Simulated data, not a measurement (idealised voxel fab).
The process module that follows is named voxel air gaps.
Each square cell in cross-section cut measures 5 nm, and the section as a whole is 155 nm wide.
How to read a cross-section here: the picture is a grid of square cells, written as bands going from the top down, and any band can span one or more rows of cells.
Quick guide to a band line: top height, bottom height (nm) up front; then every material left to right with its width in nm. Only one material and it's marked "throughout"? Then it fills the band edge to edge. And "air" just means empty space.
Height reference: 0 = level under which incoming wafer is all one material. Lowest band: no bottom, runs on downward, e.g. "from 0 down".
A width given as "30 to 40" starts at the first number in the band's top row and ends at the second number in its bottom row, shifting by an equal amount at every step from row to row.
Given "all unchanged" for a step, no cell of the cross-section differs between before and after that step.
Look at "Closed cavity list" for the closed voids: empty spaces with no open path to the top, sized 8 cells or up. Each is width x height at distance, distance from the left edge, all nm.
Heads up: the bit after the settings on a step's line is the simulator's remark on that step.
"overlay nm", when on a step's line for a step with a mask, measures how far to the right of its planned place the mask lay; a negative measure means to the left.

**Listed below are the process steps as planned**
1 RECEIVE (material Si)
2 CONFORMAL_DEP (material SiO2; thk nm 15)
3 CONFORMAL_DEP (material SiCN; thk nm 5)
4 DIRECTIONAL_DEP (material lowk; thk nm 40)
5 PATTERN (tone open; mask id LINES; material resist; width nm 15; pitch nm 40; thk nm 20; overlay nm 0)
6 DIRECTIONAL_ETCH (etch materials lowk; depth nm 40)
7 STRIP (etch materials resist)
8 CONFORMAL_DEP (material TiN; thk nm 5)
9 FILL_DEP (material W; thk nm 10)
10 CMP (height nm 60)
11 EPI (material Ru; thk nm 10)
12 SELECTIVE_ETCH (etch materials lowk; depth nm 50)
13 CONFORMAL_DEP (material SiCN; thk nm 5)

**As received (post step 1): cross-section**
- from 0 down | Si throughout
- Closed cavity list: none

**As-planned run: cross-section of the first of two wafers at end of module**
- from 75 to 70 | air=15; SiCN=125; air=15
- from 70 to 60 | air=15; SiCN=5; Ru=35; SiCN=5; Ru=35; SiCN=5; Ru=35; SiCN=5; air=15
- from 60 to 55 | air=15; SiCN=15; TiN=5; W=5; TiN=5; SiCN=25; TiN=5; W=5; TiN=5; SiCN=25; TiN=5; W=5; TiN=5; SiCN=15; air=15
- from 55 to 25 | air=25; SiCN=5; TiN=5; W=5; TiN=5; SiCN=5; air=15; SiCN=5; TiN=5; W=5; TiN=5; SiCN=5; air=15; SiCN=5; TiN=5; W=5; TiN=5; SiCN=5; air=25
- from 25 to 20 | SiCN=30; TiN=15; SiCN=25; TiN=15; SiCN=25; TiN=15; SiCN=30
- from 20 to 15 | SiCN throughout
- from 15 to 0 | SiO2 throughout
- from 0 down | Si throughout
- Closed cavity list: 15 x 30 at 50; 15 x 30 at 90

**Wafer two (of two), end-of-module cross-section: start = wafer one, plan = wafer one, one run mistake**
- from 75 to 70 | air=15; SiCN=125; air=15
- from 70 to 60 | air=15; SiCN=5; Ru=35; SiCN=5; Ru=35; SiCN=5; Ru=35; SiCN=5; air=15
- from 60 to 55 | air=15; SiCN=15; TiN=5; W=5; TiN=5; SiCN=25; TiN=5; W=5; TiN=5; SiCN=25; TiN=5; W=5; TiN=5; SiCN=15; air=15
- from 55 to 40 | air=25; SiCN=5; TiN=5; W=5; TiN=5; SiCN=5; air=15; SiCN=5; TiN=5; W=5; TiN=5; SiCN=5; air=15; SiCN=5; TiN=5; W=5; TiN=5; SiCN=5; air=25
- from 40 to 35 | SiCN=30; TiN=15; SiCN=25; TiN=15; SiCN=25; TiN=15; SiCN=30
- from 35 to 30 | SiCN throughout
- from 30 to 0 | SiO2 throughout
- from 0 down | Si throughout
- Closed cavity list: 15 x 15 at 50; 15 x 15 at 90
Processing error: heads up, step 2 of the plan got done twice
Materials where the second wafer ends with more or fewer cells than the first: -18 SiCN | +93 SiO2 | -18 TiN | -9 W
